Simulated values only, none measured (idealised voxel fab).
The following is a process module called voxel ribs on slabs.
Shown is cross-section cut, with a width of 270 nm and square cells of size 5 nm.
Notation: cross-section as square-cell grid; stated in bands, top first, going down; one or more cell rows per band. In this notation a band is specified by the heights of its top and bottom, in that order and in nm, after which its materials appear from left to right, each paired with its width in nm. The word "everywhere" attached to a single material means that material fills the band from edge to edge; the word "air" stands for empty space. Height is counted from the level 0, under which the received wafer is composed throughout of one material. The lowest of the bands is not closed at the bottom but continues downward, in the notation "0 nm and below". A width such as "30..40" changes by the same amount from each row of cells to the next, from the band's top row to its bottom row. The cross-section has no changed cell in any step marked "no modification". "Enclosed internal voids" enumerates empty spaces isolated from the top, with no open way to it, that contain at least 8 cells, giving each as width x height at distance from the left edge, all three in nm. Heads up: the bit after the settings on a step's line is the simulator's remark on that step. You can add "overlay nm" to a step's line. For a step with a mask, it describes how far the mask lay to the right of its planned position, and a negative number describes a lay to the left.

Planned process steps
- 1: RECEIVE (material Si)
- 2: DIRECTIONAL_DEP (material SiO2; thk nm 20)
- 3: DIRECTIONAL_DEP (material polySi; thk nm 20)
- 4: DIRECTIONAL_DEP (material aC; thk nm 10)
- 5: PATTERN (tone cover; mask id RIB; material resist; width nm 20; thk nm 30; overlay nm 0)
- 6: DIRECTIONAL_ETCH (etch materials aC; depth nm 10)
- 7: STRIP (etch materials resist)
- 8: DIRECTIONAL_ETCH (etch materials polySi; depth nm 15)
- 9: STRIP (etch materials aC)
- 10: PATTERN (tone cover; mask id SLAB; material resist; width nm 60; thk nm 15; overlay nm 0)
- 11: DIRECTIONAL_ETCH (etch materials polySi; depth nm 5)
- 12: STRIP (etch materials resist)
- 13: FILL_DEP (material SiO2; thk nm 25)
- 14: CMP (height nm 55)
- 15: DIRECTIONAL_DEP (material W; thk nm 5)
- 16: PATTERN (tone cover; mask id HEATER; material resist; width nm 30; thk nm 20; overlay nm 0)
- 17: DIRECTIONAL_ETCH (etch materials W; depth nm 5)
- 18: STRIP (etch materials resist)
- 19: CONFORMAL_DEP (material SiN; thk nm 5)

Wafer as received: cross-section following step 1
- 0 nm and below = Si everywhere
- Enclosed internal voids: none

Cross-section: first of two wafers, module finished, run according to plan
- 65 nm to 60 nm = 115 nm air, then 40 nm SiN, then 115 nm air
- 60 nm to 55 nm = 120 nm SiN, then 30 nm W, then 120 nm SiN
- 55 nm to 40 nm = SiO2 everywhere
- 40 nm to 25 nm = 125 nm SiO2, then 20 nm polySi, then 125 nm SiO2
- 25 nm to 20 nm = 105 nm SiO2, then 60 nm polySi, then 105 nm SiO2
- 20 nm to 0 nm = SiO2 everywhere
- 0 nm and below = Si everywhere
- Enclosed internal voids: none

Cross-section at end of module for the second wafer of two, which matched the first in starting point and plan and differed by one mistake in its processing
- 65 nm to 60 nm = 125 nm air, then 40 nm SiN, then 105 nm air
- 60 nm to 55 nm = 130 nm SiN, then 30 nm W, then 110 nm SiN
- 55 nm to 40 nm = SiO2 everywhere
- 40 nm to 25 nm = 125 nm SiO2, then 20 nm polySi, then 125 nm SiO2
- 25 nm to 20 nm = 105 nm SiO2, then 60 nm polySi, then 105 nm SiO2
- 20 nm to 0 nm = SiO2 everywhere
- 0 nm and below = Si everywhere
- Enclosed internal voids: none
Error vs. plan: step 16 was not run as planned; what actually ran was PATTERN (tone cover; mask id HEATER; material resist; width nm 30; thk nm 20; overlay nm 10)
At the end, each material covers as many cells on the second wafer as it does on the first, though the cells it covers are elsewhere.
